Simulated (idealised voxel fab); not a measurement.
Module name: voxel ribs on slabs (process module)
cross-section cut | 160 nm wide | cells 5 nm
Heads up, the way a cross-section reads in here is a grid of square cells, handed over as bands from the top down, with every band being one or more rows of cells.
Heads up on the band format: heights come first, top then bottom, in nm. After that it's the materials left to right, each with its width in nm. A single material flagged "all across" fills the whole band edge to edge, and "blank" means there's empty space there.
Heads up on the height convention: 0 is the point under which the incoming wafer is all one material, and the lowest band has no bottom, it just keeps going down, like "0 -> down".
Width: "30..40" (first number = top row, second number = bottom row, same change from row to row of cells).
Step note "no change occurred" = no cross-section cell changed.
"Voids, sealed" lists enclosed empty spaces (at least 8 cells, no open path upward to the top), each as width x height at distance from the left edge, in nm.
It should be noted that, on the line of a given step, the content following the step's settings is a remark produced by the simulator itself with respect to that step.
For masked steps, "overlay nm" on the step line gives how far right of plan the mask actually lay; a minus sign means it lay to the left.
For the reader: what remains of this document is a series of pairs, each showing a cross-section before one process step and a cross-section after that step which reaches down only to the lowest band that changed, with the step between them and its settings set out under the pair. It should not be assumed that a pair continues from the pair above it; the pairs can come from different runs of this module on the same starting wafer, and such continuity exists only where the entry headed "State before step" says so.
State before step
* 0 -> down  Si all across
* Voids, sealed: none
Resulting Cross-Section
* 30 -> 0  SiO2 all across
* Rest of section, below 0: as before.
* Voids, sealed: none
Here is the step that sits between the two cross-sections above: op DIRECTIONAL_DEP | material SiO2 | thk nm 30
State before step: just use the after drawing of the pair above as your starting point.
Resulting Cross-Section
* 55 -> 30  SiN all across
* Rest of section, below 30: as before.
* Voids, sealed: none
Here is the step that sits between the two cross-sections above: op DIRECTIONAL_DEP | material SiN | thk nm 25
State before step: just use the after drawing of the pair above as your starting point.
Resulting Cross-Section
* 70 -> 55  blank 70, then resist 15, then blank 75
* Rest of section, below 55: as before.
* Voids, sealed: none
Here is the step that sits between the two cross-sections above: op PATTERN | tone cover | mask id RIB | material resist | width nm 15 | thk nm 15 | overlay nm 0
State before step: just use the after drawing of the pair above as your starting point.
Resulting Cross-Section
* 70 -> 55  blank 70, then resist 15, then blank 75
* 55 -> 45  blank 70, then SiN 15, then blank 75
* Rest of section, below 45: as before.
* Voids, sealed: none
Here is the step that sits between the two cross-sections above: op DIRECTIONAL_ETCH | etch materials SiN | depth nm 10
State before step: just use the after drawing of the pair above as your starting point.
Resulting Cross-Section
* 55 -> 45  blank 70, then SiN 15, then blank 75
* Rest of section, below 45: as before.
* Voids, sealed: none
Here is the step that sits between the two cross-sections above: op STRIP | etch materials resist
State before step: just use the after drawing of the pair above as your starting point.
Resulting Cross-Section
* 75 -> 55  blank 50, then resist 55, then blank 55
* 55 -> 45  blank 50, then resist 20, then SiN 15, then resist 20, then blank 55
* Rest of section, below 45: as before.
* Voids, sealed: none
Here is the step that sits between the two cross-sections above: op PATTERN | tone cover | mask id SLAB | material resist | width nm 55 | thk nm 20 | overlay nm 0
State before step: just use the after drawing of the pair above as your starting point.
Resulting Cross-Section
* 75 -> 55  blank 50, then resist 55, then blank 55
* 55 -> 45  blank 50, then resist 20, then SiN 15, then resist 20, then blank 55
* 45 -> 30  blank 50, then SiN 55, then blank 55
* Rest of section, below 30: as before.
* Voids, sealed: none
Here is the step that sits between the two cross-sections above: op DIRECTIONAL_ETCH | etch materials SiN | depth nm 15
State before step: just use the after drawing of the pair above as your starting point.
Resulting Cross-Section
* 55 -> 45  blank 70, then SiN 15, then blank 75
* Rest of section, below 45: as before.
* Voids, sealed: none
Here is the step that sits between the two cross-sections above: op STRIP | etch materials resist
State before step: just use the after drawing of the pair above as your starting point.
Resulting Cross-Section
* 80 -> 55  SiO2 all across
* 55 -> 45  SiO2 70, then SiN 15, then SiO2 75
* 45 -> 30  SiO2 50, then SiN 55, then SiO2 55
* Rest of section, below 30: as before.
* Voids, sealed: none
Here is the step that sits between the two cross-sections above: op FILL_DEP | material SiO2 | thk nm 25
State before step: just use the after drawing of the pair above as your starting point.
Resulting Cross-Section
* 70 -> 55  SiO2 all across
* Rest of section, below 55: as before.
* Voids, sealed: none
Here is the step that sits between the two cross-sections above: op CMP | height nm 70
State before step: just use the after drawing of the pair above as your starting point.
Resulting Cross-Section
* 80 -> 70  TiN all across
* Rest of section, below 70: as before.
* Voids, sealed: none
Here is the step that sits between the two cross-sections above: op DIRECTIONAL_DEP | material TiN | thk nm 10
State before step: just use the after drawing of the pair above as your starting point.
Resulting Cross-Section
* 80 -> 70  blank 65, then TiN 25, then blank 70
* Rest of section, below 70: as before.
* Voids, sealed: none
Here is the step that sits between the two cross-sections above: op MASKED_ETCH | tone cover | mask id HEATER | width nm 25 | etch materials TiN | depth nm 10 | overlay nm 0
State before step: just use the after drawing of the pair above as your starting point.
Resulting Cross-Section
* 90 -> 80  blank 55, then SiN 45, then blank 60
* 80 -> 70  SiN 65, then TiN 25, then SiN 70
* Rest of section, below 70: as before.
* Voids, sealed: none
Here is the step that sits between the two cross-sections above: op CONFORMAL_DEP | material SiN | thk nm 10
State before step
* 30 -> 0  SiO2 all across
* 0 -> down  Si all across
* Voids, sealed: none
Resulting Cross-Section
* 60 -> 0  SiO2 all across
* Rest of section, below 0: as before.
* Voids, sealed: none
Here is the step that sits between the two cross-sections above: op DIRECTIONAL_DEP | material SiO2 | thk nm 30
State before step: just use the after drawing of the pair above as your starting point.
Resulting Cross-Section
* 85 -> 60  SiN all across
* Rest of section, below 60: as before.
* Voids, sealed: none
Here is the step that sits between the two cross-sections above: op DIRECTIONAL_DEP | material SiN | thk nm 25
State before step: just use the after drawing of the pair above as your starting point.
Resulting Cross-Section
* 100 -> 85  blank 70, then resist 15, then blank 75
* Rest of section, below 85: as before.
* Voids, sealed: none
Here is the step that sits between the two cross-sections above: op PATTERN | tone cover | mask id RIB | material resist | width nm 15 | thk nm 15 | overlay nm 0
State before step: just use the after drawing of the pair above as your starting point.
Resulting Cross-Section
* 100 -> 85  blank 70, then resist 15, then blank 75
* 85 -> 75  blank 70, then SiN 15, then blank 75
* Rest of section, below 75: as before.
* Voids, sealed: none
Here is the step that sits between the two cross-sections above: op DIRECTIONAL_ETCH | etch materials SiN | depth nm 10
State before step: just use the after drawing of the pair above as your starting point.
Resulting Cross-Section
* 85 -> 75  blank 70, then SiN 15, then blank 75
* Rest of section, below 75: as before.
* Voids, sealed: none
Here is the step that sits between the two cross-sections above: op STRIP | etch materials resist
State before step: just use the after drawing of the pair above as your starting point.
Resulting Cross-Section
* 105 -> 85  blank 50, then resist 55, then blank 55
* 85 -> 75  blank 50, then resist 20, then SiN 15, then resist 20, then blank 55
* Rest of section, below 75: as before.
* Voids, sealed: none
Here is the step that sits between the two cross-sections above: op PATTERN | tone cover | mask id SLAB | material resist | width nm 55 | thk nm 20 | overlay nm 0
State before step: just use the after drawing of the pair above as your starting point.
Resulting Cross-Section
* 105 -> 85  blank 50, then resist 55, then blank 55
* 85 -> 75  blank 50, then resist 20, then SiN 15, then resist 20, then blank 55
* 75 -> 60  blank 50, then SiN 55, then blank 55
* Rest of section, below 60: as before.
* Voids, sealed: none
Here is the step that sits between the two cross-sections above: op DIRECTIONAL_ETCH | etch materials SiN | depth nm 15
State before step: just use the after drawing of the pair above as your starting point.
Resulting Cross-Section
* 85 -> 75  blank 70, then SiN 15, then blank 75
* Rest of section, below 75: as before.
* Voids, sealed: none
Here is the step that sits between the two cross-sections above: op STRIP | etch materials resist
State before step: just use the after drawing of the pair above as your starting point.
Resulting Cross-Section
* 110 -> 85  SiO2 all across
* 85 -> 75  SiO2 70, then SiN 15, then SiO2 75
* 75 -> 60  SiO2 50, then SiN 55, then SiO2 55
* Rest of section, below 60: as before.
* Voids, sealed: none
Here is the step that sits between the two cross-sections above: op FILL_DEP | material SiO2 | thk nm 25
State before step: just use the after drawing of the pair above as your starting point.
Resulting Cross-Section
* 70 -> 60  SiO2 50, then SiN 55, then SiO2 55
* Rest of section, below 60: as before.
* Voids, sealed: none
Here is the step that sits between the two cross-sections above: op CMP | height nm 70
State before step: just use the after drawing of the pair above as your starting point.
Resulting Cross-Section
* 80 -> 70  TiN all across
* Rest of section, below 70: as before.
* Voids, sealed: none
Here is the step that sits between the two cross-sections above: op DIRECTIONAL_DEP | material TiN | thk nm 10
State before step: just use the after drawing of the pair above as your starting point.
Resulting Cross-Section
* 80 -> 70  blank 65, then TiN 25, then blank 70
* Rest of section, below 70: as before.
* Voids, sealed: none
Here is the step that sits between the two cross-sections above: op MASKED_ETCH | tone cover | mask id HEATER | width nm 25 | etch materials TiN | depth nm 10 | overlay nm 0
State before step: just use the after drawing of the pair above as your starting point.
Resulting Cross-Section
* 90 -> 80  blank 55, then SiN 45, then blank 60
* 80 -> 70  SiN 65, then TiN 25, then SiN 70
* Rest of section, below 70: as before.
* Voids, sealed: none
Here is the step that sits between the two cross-sections above: op CONFORMAL_DEP | material SiN | thk nm 10
State before step
* 0 -> down  Si all across
* Voids, sealed: none
Resulting Cross-Section
* 25 -> 0  SiN all across
* Rest of section, below 0: as before.
* Voids, sealed: none
Here is the step that sits between the two cross-sections above: op DIRECTIONAL_DEP | material SiN | thk nm 25
State before step: just use the after drawing of the pair above as your starting point.
Resulting Cross-Section
* 55 -> 25  SiO2 all across
* Rest of section, below 25: as before.
* Voids, sealed: none
Here is the step that sits between the two cross-sections above: op DIRECTIONAL_DEP | material SiO2 | thk nm 30
State before step: just use the after drawing of the pair above as your starting point.
Resulting Cross-Section
* 70 -> 55  blank 70, then resist 15, then blank 75
* Rest of section, below 55: as before.
* Voids, sealed: none
Here is the step that sits between the two cross-sections above: op PATTERN | tone cover | mask id RIB | material resist | width nm 15 | thk nm 15 | overlay nm 0
State before step: just use the after drawing of the pair above as your starting point.
Resulting Cross-Section
* 55 -> 25  SiO2 all across
* Rest of section, below 25: as before.
* Voids, sealed: none
Here is the step that sits between the two cross-sections above: op STRIP | etch materials resist
State before step: just use the after drawing of the pair above as your starting point.
Resulting Cross-Section
* 75 -> 55  blank 50, then resist 55, then blank 55
* Rest of section, below 55: as before.
* Voids, sealed: none
Here is the step that sits between the two cross-sections above: op PATTERN | tone cover | mask id SLAB | material resist | width nm 55 | thk nm 20 | overlay nm 0
State before step: just use the after drawing of the pair above as your starting point.
Resulting Cross-Section
* 55 -> 25  SiO2 all across
* Rest of section, below 25: as before.
* Voids, sealed: none
Here is the step that sits between the two cross-sections above: op STRIP | etch materials resist
State before step: just use the after drawing of the pair above as your starting point.
Resulting Cross-Section
* 80 -> 25  SiO2 all across
* Rest of section, below 25: as before.
* Voids, sealed: none
Here is the step that sits between the two cross-sections above: op FILL_DEP | material SiO2 | thk nm 25
State before step: just use the after drawing of the pair above as your starting point.
Resulting Cross-Section
* 70 -> 25  SiO2 all across
* Rest of section, below 25: as before.
* Voids, sealed: none
Here is the step that sits between the two cross-sections above: op CMP | height nm 70
State before step: just use the after drawing of the pair above as your starting point.
Resulting Cross-Section
* 80 -> 70  TiN all across
* Rest of section, below 70: as before.
* Voids, sealed: none
Here is the step that sits between the two cross-sections above: op DIRECTIONAL_DEP | material TiN | thk nm 10
State before step: just use the after drawing of the pair above as your starting point.
Resulting Cross-Section
* 80 -> 70  blank 65, then TiN 25, then blank 70
* Rest of section, below 70: as before.
* Voids, sealed: none
Here is the step that sits between the two cross-sections above: op MASKED_ETCH | tone cover | mask id HEATER | width nm 25 | etch materials TiN | depth nm 10 | overlay nm 0
State before step: just use the after drawing of the pair above as your starting point.
Resulting Cross-Section
* 90 -> 80  blank 55, then SiN 45, then blank 60
* 80 -> 70  SiN 65, then TiN 25, then SiN 70
* Rest of section, below 70: as before.
* Voids, sealed: none
Here is the step that sits between the two cross-sections above: op CONFORMAL_DEP | material SiN | thk nm 10
State before step
* 30 -> 0  SiO2 all across
* 0 -> down  Si all across
* Voids, sealed: none
Resulting Cross-Section
* 60 -> 30  SiN all across
* Rest of section, below 30: as before.
* Voids, sealed: none
Here is the step that sits between the two cross-sections above: op DIRECTIONAL_DEP | material SiN | thk nm 30
State before step: just use the after drawing of the pair above as your starting point.
Resulting Cross-Section
* 75 -> 60  blank 70, then resist 15, then blank 75
* Rest of section, below 60: as before.
* Voids, sealed: none
Here is the step that sits between the two cross-sections above: op PATTERN | tone cover | mask id RIB | material resist | width nm 15 | thk nm 15 | overlay nm 0
State before step: just use the after drawing of the pair above as your starting point.
Resulting Cross-Section
* 75 -> 60  blank 70, then resist 15, then blank 75
* 60 -> 50  blank 70, then SiN 15, then blank 75
* Rest of section, below 50: as before.
* Voids, sealed: none
Here is the step that sits between the two cross-sections above: op DIRECTIONAL_ETCH | etch materials SiN | depth nm 10
State before step: just use the after drawing of the pair above as your starting point.
Resulting Cross-Section
* 60 -> 50  blank 70, then SiN 15, then blank 75
* Rest of section, below 50: as before.
* Voids, sealed: none
Here is the step that sits between the two cross-sections above: op STRIP | etch materials resist
State before step: just use the after drawing of the pair above as your starting point.
Resulting Cross-Section
* 80 -> 60  blank 50, then resist 55, then blank 55
* 60 -> 50  blank 50, then resist 20, then SiN 15, then resist 20, then blank 55
* Rest of section, below 50: as before.
* Voids, sealed: none
Here is the step that sits between the two cross-sections above: op PATTERN | tone cover | mask id SLAB | material resist | width nm 55 | thk nm 20 | overlay nm 0
State before step: just use the after drawing of the pair above as your starting point.
Resulting Cross-Section
* 80 -> 60  blank 50, then resist 55, then blank 55
* 60 -> 50  blank 50, then resist 20, then SiN 15, then resist 20, then blank 55
* 50 -> 35  blank 50, then SiN 55, then blank 55
* Rest of section, below 35: as before.
* Voids, sealed: none
Here is the step that sits between the two cross-sections above: op DIRECTIONAL_ETCH | etch materials SiN | depth nm 15
State before step: just use the after drawing of the pair above as your starting point.
Resulting Cross-Section
* 60 -> 50  blank 70, then SiN 15, then blank 75
* Rest of section, below 50: as before.
* Voids, sealed: none
Here is the step that sits between the two cross-sections above: op STRIP | etch materials resist
State before step: just use the after drawing of the pair above as your starting point.
Resulting Cross-Section
* 85 -> 60  SiO2 all across
* 60 -> 50  SiO2 70, then SiN 15, then SiO2 75
* 50 -> 35  SiO2 50, then SiN 55, then SiO2 55
* Rest of section, below 35: as before.
* Voids, sealed: none
Here is the step that sits between the two cross-sections above: op FILL_DEP | material SiO2 | thk nm 25
State before step: just use the after drawing of the pair above as your starting point.
Resulting Cross-Section
* 70 -> 60  SiO2 all across
* Rest of section, below 60: as before.
* Voids, sealed: none
Here is the step that sits between the two cross-sections above: op CMP | height nm 70
State before step: just use the after drawing of the pair above as your starting point.
Resulting Cross-Section
* 80 -> 70  TiN all across
* Rest of section, below 70: as before.
* Voids, sealed: none
Here is the step that sits between the two cross-sections above: op DIRECTIONAL_DEP | material TiN | thk nm 10
State before step: just use the after drawing of the pair above as your starting point.
Resulting Cross-Section
* 80 -> 70  blank 65, then TiN 25, then blank 70
* Rest of section, below 70: as before.
* Voids, sealed: none
Here is the step that sits between the two cross-sections above: op MASKED_ETCH | tone cover | mask id HEATER | width nm 25 | etch materials TiN | depth nm 10 | overlay nm 0
State before step: just use the after drawing of the pair above as your starting point.
Resulting Cross-Section
* 90 -> 80  blank 55, then SiN 45, then blank 60
* 80 -> 70  SiN 65, then TiN 25, then SiN 70
* Rest of section, below 70: as before.
* Voids, sealed: none
Here is the step that sits between the two cross-sections above: op CONFORMAL_DEP | material SiN | thk nm 10
State before step
* 80 -> 70  TiN all across
* 70 -> 55  SiO2 all across
* 55 -> 45  SiO2 70, then SiN 15, then SiO2 75
* 45 -> 30  SiO2 50, then SiN 55, then SiO2 55
* 30 -> 0  SiO2 all across
* 0 -> down  Si all across
* Voids, sealed: none
Resulting Cross-Section
* 80 -> 70  blank 70, then TiN 15, then blank 75
* Rest of section, below 70: as before.
* Voids, sealed: none
Here is the step that sits between the two cross-sections above: op MASKED_ETCH | tone cover | mask id HEATER | width nm 15 | etch materials TiN | depth nm 10 | overlay nm 0
State before step: just use the after drawing of the pair above as your starting point.
Resulting Cross-Section
* 90 -> 80  blank 60, then SiN 35, then blank 65
* 80 -> 70  SiN 70, then TiN 15, then SiN 75
* Rest of section, below 70: as before.
* Voids, sealed: none
Here is the step that sits between the two cross-sections above: op CONFORMAL_DEP | material SiN | thk nm 10
State before step
* 55 -> 30  SiN all across
* 30 -> 0  SiO2 all across
* 0 -> down  Si all across
* Voids, sealed: none
Resulting Cross-Section
* 70 -> 55  blank 60, then resist 15, then blank 85
* Rest of section, below 55: as before.
* Voids, sealed: none
Here is the step that sits between the two cross-sections above: op PATTERN | tone cover | mask id RIB | material resist | width nm 15 | thk nm 15 | overlay nm -10
State before step: just use the after drawing of the pair above as your starting point.
Resulting Cross-Section
* 70 -> 55  blank 60, then resist 15, then blank 85
* 55 -> 45  blank 60, then SiN 15, then blank 85
* Rest of section, below 45: as before.
* Voids, sealed: none
Here is the step that sits between the two cross-sections above: op DIRECTIONAL_ETCH | etch materials SiN | depth nm 10
State before step: just use the after drawing of the pair above as your starting point.
Resulting Cross-Section
* 55 -> 45  blank 60, then SiN 15, then blank 85
* Rest of section, below 45: as before.
* Voids, sealed: none
Here is the step that sits between the two cross-sections above: op STRIP | etch materials resist
State before step: just use the after drawing of the pair above as your starting point.
Resulting Cross-Section
* 75 -> 55  blank 50, then resist 55, then blank 55
* 55 -> 45  blank 50, then resist 10, then SiN 15, then resist 30, then blank 55
* Rest of section, below 45: as before.
* Voids, sealed: none
Here is the step that sits between the two cross-sections above: op PATTERN | tone cover | mask id SLAB | material resist | width nm 55 | thk nm 20 | overlay nm 0
State before step: just use the after drawing of the pair above as your starting point.
Resulting Cross-Section
* 75 -> 55  blank 50, then resist 55, then blank 55
* 55 -> 45  blank 50, then resist 10, then SiN 15, then resist 30, then blank 55
* 45 -> 30  blank 50, then SiN 55, then blank 55
* Rest of section, below 30: as before.
* Voids, sealed: none
Here is the step that sits between the two cross-sections above: op DIRECTIONAL_ETCH | etch materials SiN | depth nm 15
State before step: just use the after drawing of the pair above as your starting point.
Resulting Cross-Section
* 55 -> 45  blank 60, then SiN 15, then blank 85
* Rest of section, below 45: as before.
* Voids, sealed: none
Here is the step that sits between the two cross-sections above: op STRIP | etch materials resist
State before step: just use the after drawing of the pair above as your starting point.
Resulting Cross-Section
* 80 -> 55  SiO2 all across
* 55 -> 45  SiO2 60, then SiN 15, then SiO2 85
* 45 -> 30  SiO2 50, then SiN 55, then SiO2 55
* Rest of section, below 30: as before.
* Voids, sealed: none
Here is the step that sits between the two cross-sections above: op FILL_DEP | material SiO2 | thk nm 25
State before step: just use the after drawing of the pair above as your starting point.
Resulting Cross-Section
* 70 -> 55  SiO2 all across
* Rest of section, below 55: as before.
* Voids, sealed: none
Here is the step that sits between the two cross-sections above: op CMP | height nm 70
State before step: just use the after drawing of the pair above as your starting point.
Resulting Cross-Section
* 80 -> 70  TiN all across
* Rest of section, below 70: as before.
* Voids, sealed: none
Here is the step that sits between the two cross-sections above: op DIRECTIONAL_DEP | material TiN | thk nm 10
State before step: just use the after drawing of the pair above as your starting point.
Resulting Cross-Section
* 80 -> 70  blank 65, then TiN 25, then blank 70
* Rest of section, below 70: as before.
* Voids, sealed: none
Here is the step that sits between the two cross-sections above: op MASKED_ETCH | tone cover | mask id HEATER | width nm 25 | etch materials TiN | depth nm 10 | overlay nm 0
State before step: just use the after drawing of the pair above as your starting point.
Resulting Cross-Section
* 90 -> 80  blank 55, then SiN 45, then blank 60
* 80 -> 70  SiN 65, then TiN 25, then SiN 70
* Rest of section, below 70: as before.
* Voids, sealed: none
Here is the step that sits between the two cross-sections above: op CONFORMAL_DEP | material SiN | thk nm 10
State before step
* 0 -> down  Si all across
* Voids, sealed: none
Resulting Cross-Section
* 30 -> 0  TiN all across
* Rest of section, below 0: as before.
* Voids, sealed: none
Here is the step that sits between the two cross-sections above: op DIRECTIONAL_DEP | material TiN | thk nm 30
State before step: just use the after drawing of the pair above as your starting point.
Resulting Cross-Section
* 55 -> 30  SiN all across
* Rest of section, below 30: as before.
* Voids, sealed: none
Here is the step that sits between the two cross-sections above: op DIRECTIONAL_DEP | material SiN | thk nm 25
State before step: just use the after drawing of the pair above as your starting point.
Resulting Cross-Section
* 70 -> 55  blank 70, then resist 15, then blank 75
* Rest of section, below 55: as before.
* Voids, sealed: none
Here is the step that sits between the two cross-sections above: op PATTERN | tone cover | mask id RIB | material resist | width nm 15 | thk nm 15 | overlay nm 0
State before step: just use the after drawing of the pair above as your starting point.
Resulting Cross-Section
* 70 -> 55  blank 70, then resist 15, then blank 75
* 55 -> 45  blank 70, then SiN 15, then blank 75
* Rest of section, below 45: as before.
* Voids, sealed: none
Here is the step that sits between the two cross-sections above: op DIRECTIONAL_ETCH | etch materials SiN | depth nm 10
State before step: just use the after drawing of the pair above as your starting point.
Resulting Cross-Section
* 55 -> 45  blank 70, then SiN 15, then blank 75
* Rest of section, below 45: as before.
* Voids, sealed: none
Here is the step that sits between the two cross-sections above: op STRIP | etch materials resist
State before step: just use the after drawing of the pair above as your starting point.
Resulting Cross-Section
* 75 -> 55  blank 50, then resist 55, then blank 55
* 55 -> 45  blank 50, then resist 20, then SiN 15, then resist 20, then blank 55
* Rest of section, below 45: as before.
* Voids, sealed: none
Here is the step that sits between the two cross-sections above: op PATTERN | tone cover | mask id SLAB | material resist | width nm 55 | thk nm 20 | overlay nm 0
State before step: just use the after drawing of the pair above as your starting point.
Resulting Cross-Section
* 75 -> 55  blank 50, then resist 55, then blank 55
* 55 -> 45  blank 50, then resist 20, then SiN 15, then resist 20, then blank 55
* 45 -> 30  blank 50, then SiN 55, then blank 55
* Rest of section, below 30: as before.
* Voids, sealed: none
Here is the step that sits between the two cross-sections above: op DIRECTIONAL_ETCH | etch materials SiN | depth nm 15
State before step: just use the after drawing of the pair above as your starting point.
Resulting Cross-Section
* 55 -> 45  blank 70, then SiN 15, then blank 75
* Rest of section, below 45: as before.
* Voids, sealed: none
Here is the step that sits between the two cross-sections above: op STRIP | etch materials resist
State before step: just use the after drawing of the pair above as your starting point.
Resulting Cross-Section
* 80 -> 55  SiO2 all across
* 55 -> 45  SiO2 70, then SiN 15, then SiO2 75
* 45 -> 30  SiO2 50, then SiN 55, then SiO2 55
* Rest of section, below 30: as before.
* Voids, sealed: none
Here is the step that sits between the two cross-sections above: op FILL_DEP | material SiO2 | thk nm 25
State before step: just use the after drawing of the pair above as your starting point.
Resulting Cross-Section
* 70 -> 55  SiO2 all across
* Rest of section, below 55: as before.
* Voids, sealed: none
Here is the step that sits between the two cross-sections above: op CMP | height nm 70
State before step: just use the after drawing of the pair above as your starting point.
Resulting Cross-Section
* 80 -> 70  TiN all across
* Rest of section, below 70: as before.
* Voids, sealed: none
Here is the step that sits between the two cross-sections above: op DIRECTIONAL_DEP | material TiN | thk nm 10
State before step: just use the after drawing of the pair above as your starting point.
Resulting Cross-Section
* 80 -> 70  blank 65, then TiN 25, then blank 70
* Rest of section, below 70: as before.
* Voids, sealed: none
Here is the step that sits between the two cross-sections above: op MASKED_ETCH | tone cover | mask id HEATER | width nm 25 | etch materials TiN | depth nm 10 | overlay nm 0
State before step: just use the after drawing of the pair above as your starting point.
Resulting Cross-Section
* 90 -> 80  blank 55, then SiN 45, then blank 60
* 80 -> 70  SiN 65, then TiN 25, then SiN 70
* Rest of section, below 70: as before.
* Voids, sealed: none
Here is the step that sits between the two cross-sections above: op CONFORMAL_DEP | material SiN | thk nm 10
State before step
* 55 -> 30  SiN all across
* 30 -> 0  SiO2 all across
* 0 -> down  Si all across
* Voids, sealed: none
Resulting Cross-Section
* 70 -> 55  resist 70, then blank 15, then resist 75
* Rest of section, below 55: as before.
* Voids, sealed: none
Here is the step that sits between the two cross-sections above: op PATTERN | tone open | mask id RIB | material resist | width nm 15 | thk nm 15 | overlay nm 0
State before step: just use the after drawing of the pair above as your starting point.
Resulting Cross-Section
* 70 -> 55  resist 70, then blank 15, then resist 75
* 55 -> 45  SiN 70, then blank 15, then SiN 75
* Rest of section, below 45: as before.
* Voids, sealed: none
Here is the step that sits between the two cross-sections above: op DIRECTIONAL_ETCH | etch materials SiN | depth nm 10
State before step: just use the after drawing of the pair above as your starting point.
Resulting Cross-Section
* 55 -> 45  SiN 70, then blank 15, then SiN 75
* Rest of section, below 45: as before.
* Voids, sealed: none
Here is the step that sits between the two cross-sections above: op STRIP | etch materials resist
State before step: just use the after drawing of the pair above as your starting point.
Resulting Cross-Section
* 75 -> 55  blank 50, then resist 55, then blank 55
* 55 -> 45  SiN 70, then resist 15, then SiN 75
* Rest of section, below 45: as before.
* Voids, sealed: none
Here is the step that sits between the two cross-sections above: op PATTERN | tone cover | mask id SLAB | material resist | width nm 55 | thk nm 20 | overlay nm 0
State before step: just use the after drawing of the pair above as your starting point.
Resulting Cross-Section
* 75 -> 55  blank 50, then resist 55, then blank 55
* 55 -> 45  blank 50, then SiN 20, then resist 15, then SiN 20, then blank 55
* 45 -> 40  blank 50, then SiN 55, then blank 55
* Rest of section, below 40: as before.
* Voids, sealed: none
Here is the step that sits between the two cross-sections above: op DIRECTIONAL_ETCH | etch materials SiN | depth nm 15
State before step: just use the after drawing of the pair above as your starting point.
Resulting Cross-Section
* 55 -> 45  blank 50, then SiN 20, then blank 15, then SiN 20, then blank 55
* Rest of section, below 45: as before.
* Voids, sealed: none
Here is the step that sits between the two cross-sections above: op STRIP | etch materials resist
State before step: just use the after drawing of the pair above as your starting point.
Resulting Cross-Section
* 80 -> 55  SiO2 all across
* 55 -> 45  SiO2 50, then SiN 20, then SiO2 15, then SiN 20, then SiO2 55
* 45 -> 40  SiO2 50, then SiN 55, then SiO2 55
* Rest of section, below 40: as before.
* Voids, sealed: none
Here is the step that sits between the two cross-sections above: op FILL_DEP | material SiO2 | thk nm 25
State before step: just use the after drawing of the pair above as your starting point.
Resulting Cross-Section
* 70 -> 55  SiO2 all across
* Rest of section, below 55: as before.
* Voids, sealed: none
Here is the step that sits between the two cross-sections above: op CMP | height nm 70
State before step: just use the after drawing of the pair above as your starting point.
Resulting Cross-Section
* 80 -> 70  TiN all across
* Rest of section, below 70: as before.
* Voids, sealed: none
Here is the step that sits between the two cross-sections above: op DIRECTIONAL_DEP | material TiN | thk nm 10
State before step: just use the after drawing of the pair above as your starting point.
Resulting Cross-Section
* 80 -> 70  blank 65, then TiN 25, then blank 70
* Rest of section, below 70: as before.
* Voids, sealed: none
Here is the step that sits between the two cross-sections above: op MASKED_ETCH | tone cover | mask id HEATER | width nm 25 | etch materials TiN | depth nm 10 | overlay nm 0
State before step: just use the after drawing of the pair above as your starting point.
Resulting Cross-Section
* 90 -> 80  blank 55, then SiN 45, then blank 60
* 80 -> 70  SiN 65, then TiN 25, then SiN 70
* Rest of section, below 70: as before.
* Voids, sealed: none
Here is the step that sits between the two cross-sections above: op CONFORMAL_DEP | material SiN | thk nm 10
